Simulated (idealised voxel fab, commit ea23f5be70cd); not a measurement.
You're looking at the process module voxel gate over fins.
Square cell edge 5 nm, section width 245 nm, ID cut.
Think of the cross-section as a grid of square cells. We describe it in bands, top to bottom, and each band covers one or more rows of those cells.
A band entry consists of two parts. The first gives the height of the band's top and the height of its bottom, in nm. The rest lists the band's materials from left to right, each with its width in nm. A single material labelled with the word "throughout" fills the band from edge to edge, and the word "empty" marks empty space.
Ref level 0: as-received wafer is one material below here. Bottom band extends down with no lower bound ("0 and below").
When a width is written as two numbers, as in "30..40", the first number is the width in the top row of cells of the band and the second is the width in its bottom row, and the width changes by the same amount from each row to the next.
A step reported as "all unchanged" is a step in which no cell of the cross-section changed.
Look at "Sealed internal voids" for the closed voids: empty spaces with no open path to the top, sized 8 cells or up. Each is width x height at distance, distance from the left edge, all nm.
On a step's line, text after the settings is the simulator commenting on that step.
The "overlay nm" setting may appear on a step's line; for a step that uses a mask, it gives how far to the right of its planned position the mask lay, and a negative value indicates the left.

This section lists the process steps that were planned
step 1: op RECEIVE | material Si
step 2: op CONFORMAL_DEP | material SiN | thk nm 10
step 3: op DIRECTIONAL_DEP | material aC | thk nm 10
step 4: op PATTERN | tone cover | mask id FINS | material resist | width nm 15 | pitch nm 55 | thk nm 30 | overlay nm 0
step 5: op DIRECTIONAL_ETCH | etch materials aC | depth nm 10
step 6: op STRIP | etch materials resist
step 7: op DIRECTIONAL_ETCH | etch materials SiN | depth nm 10
step 8: op DIRECTIONAL_ETCH | etch materials Si | depth nm 40
step 9: op STRIP | etch materials aC
step 10: op OXIDIZE | depth nm 5
step 11: op FILL_DEP | material SiO2 | thk nm 10
step 12: op CMP | height nm 10
step 13: op PATTERN | tone open | mask id RAIL | material resist | width nm 15 | thk nm 15 | overlay nm 0
step 14: op DIRECTIONAL_ETCH | etch materials SiO2 | depth nm 45
step 15: op STRIP | etch materials resist
step 16: op CONFORMAL_DEP | material TiN | thk nm 5
step 17: op FILL_DEP | material Ru | thk nm 10
step 18: op CMP | height nm 10
step 19: op SELECTIVE_ETCH | etch materials W Ru TiN | depth nm 30
step 20: op FILL_DEP | material SiO2 | thk nm 5
step 21: op CMP | height nm 10
step 22: op SELECTIVE_ETCH | etch materials SiO2 | depth nm 20
step 23: op STRIP | etch materials SiN
step 24: op CONFORMAL_DEP | material HfO2 | thk nm 5
step 25: op CONFORMAL_DEP | material TiN | thk nm 5
step 26: op FILL_DEP | material W | thk nm 15
step 27: op CMP | height nm 20
step 28: op CONFORMAL_DEP | material SiN | thk nm 5

Cross-section of the wafer upon arrival, representing the state reached after step 1
> 0 and below  Si throughout
> Sealed internal voids: none

Cross-section: first of two wafers, module finished, run according to plan
> 25 down to 20  SiN throughout
> 20 down to 10  W throughout
> 10 down to 5  80 W, then 25 TiN, then 30 W, then 25 TiN, then 85 W
> 5 down to 0  80 W, then 5 TiN, then 15 HfO2, then 5 TiN, then 30 W, then 5 TiN, then 15 HfO2, then 5 TiN, then 85 W
> 0 down to -5  85 TiN, then 5 HfO2, then 5 Si, then 5 HfO2, then 40 TiN, then 5 HfO2, then 5 Si, then 5 HfO2, then 90 TiN
> -5 down to -10  90 HfO2, then 5 Si, then 50 HfO2, then 5 Si, then 95 HfO2
> -10 down to -20  90 SiO2, then 5 Si, then 50 SiO2, then 5 Si, then 95 SiO2
> -20 down to -30  90 SiO2, then 5 Si, then 15 SiO2, then 5 TiN, then 5 Ru, then 5 TiN, then 20 SiO2, then 5 Si, then 95 SiO2
> -30 down to -35  90 SiO2, then 5 Si, then 15 SiO2, then 15 TiN, then 20 SiO2, then 5 Si, then 95 SiO2
> -35 down to -45  90 SiO2, then 5 Si, then 50 SiO2, then 5 Si, then 95 SiO2
> -45 and below  Si throughout
> Sealed internal voids: none

End of module, second wafer, cross-section. Started like the first, planned like the first, run with one mistake
> 25 down to 20  SiN throughout
> 20 down to 5  W throughout
> 5 down to 0  85 W, then 15 TiN, then 40 W, then 15 TiN, then 90 W
> 0 down to -5  85 W, then 5 TiN, then 5 Si, then 5 TiN, then 40 W, then 5 TiN, then 5 Si, then 5 TiN, then 90 W
> -5 down to -10  90 TiN, then 5 Si, then 50 TiN, then 5 Si, then 95 TiN
> -10 down to -20  90 SiO2, then 5 Si, then 50 SiO2, then 5 Si, then 95 SiO2
> -20 down to -30  90 SiO2, then 5 Si, then 15 SiO2, then 5 TiN, then 5 Ru, then 5 TiN, then 20 SiO2, then 5 Si, then 95 SiO2
> -30 down to -35  90 SiO2, then 5 Si, then 15 SiO2, then 15 TiN, then 20 SiO2, then 5 Si, then 95 SiO2
> -35 down to -45  90 SiO2, then 5 Si, then 50 SiO2, then 5 Si, then 95 SiO2
> -45 and below  Si throughout
> Sealed internal voids: none
Run error: execution of step 24 of the plan did not take place, the step having been omitted
The final cell counts differ between the wafers, with the second having more or fewer of some materials than the first: -57 HfO2, +57 W
